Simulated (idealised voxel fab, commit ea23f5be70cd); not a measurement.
Title: Process Module voxel tone inversion
Cross-section cut: width 235 nm, square cells of 5 nm.
How to read a cross-section here: the picture is a grid of square cells, written as bands going from the top down, and any band can span one or more rows of cells.
Look at the band entry: it leads with the top's height and the bottom's height in nm. Then it lists the materials left to right, with a width in nm for each. The word "full width" on a single material says that material fills the band edge to edge. The word "blank" is empty space.
Heights are expressed relative to 0, this being the level below which the as-received wafer comprises one material exclusively. The lowest band is unbounded in the downward direction and is denoted as in "0 -> down".
Top row gets the first number, bottom row gets the second, and each row in between changes by the same step: that is how a band width like "30..40" works.
Given "nothing different" for a step, no cell of the cross-section differs between before and after that step.
"Unvented voids": sealed empty spaces, 8 cells or more, no open way to top, listed width x height at distance, with distance from the left edge and width, height and distance in nm.
That trailing text on a step's line, after the settings, is the simulator's own remark on the step.
A step's line can hold "overlay nm"; with a mask on that step, the setting says how far right of the planned place the mask lay, while a negative setting says it lay to the left.

These are the steps we planned for the process:
1. RECEIVE (material Si)
2. CONFORMAL_DEP (material SiCN; thk nm 5)
3. DIRECTIONAL_DEP (material aC; thk nm 25)
4. PATTERN (tone cover; mask id POSTS; material resist; width nm 20; pitch nm 45; thk nm 35; overlay nm 0)
5. DIRECTIONAL_ETCH (etch materials aC; depth nm 25)
6. STRIP (etch materials resist)
7. FILL_DEP (material lowk; thk nm 10)
8. CMP (height nm 30)
9. STRIP (etch materials aC)
10. CONFORMAL_DEP (material TiN; thk nm 5)
11. FILL_DEP (material Ru; thk nm 10)
12. CMP (height nm 30)
13. CONFORMAL_DEP (material SiCN; thk nm 5)

Cross-sectional view of the wafer in its as-received condition, corresponding to the state after step 1:
    0 -> down | Si full width
    Unvented voids: none

What the wafer looks like in cross-section after this module, when it starts as shown above and follows the plan above but one mistake is made in running it:
    35 -> 30 | SiCN full width
    30 -> 10 | Ru 55, TiN 5, lowk 20, TiN 5, Ru 15, TiN 5, lowk 20, TiN 5, Ru 15, TiN 5, lowk 20, TiN 5, Ru 60
    10 -> 5 | TiN 60, lowk 20, TiN 25, lowk 20, TiN 25, lowk 20, TiN 65
    5 -> 0 | SiCN full width
    0 -> down | Si full width
    Unvented voids: none
Processing error: step 4, actual vs plan mismatch, actual run PATTERN (tone open; mask id POSTS; material resist; width nm 20; pitch nm 45; thk nm 35; overlay nm 0)
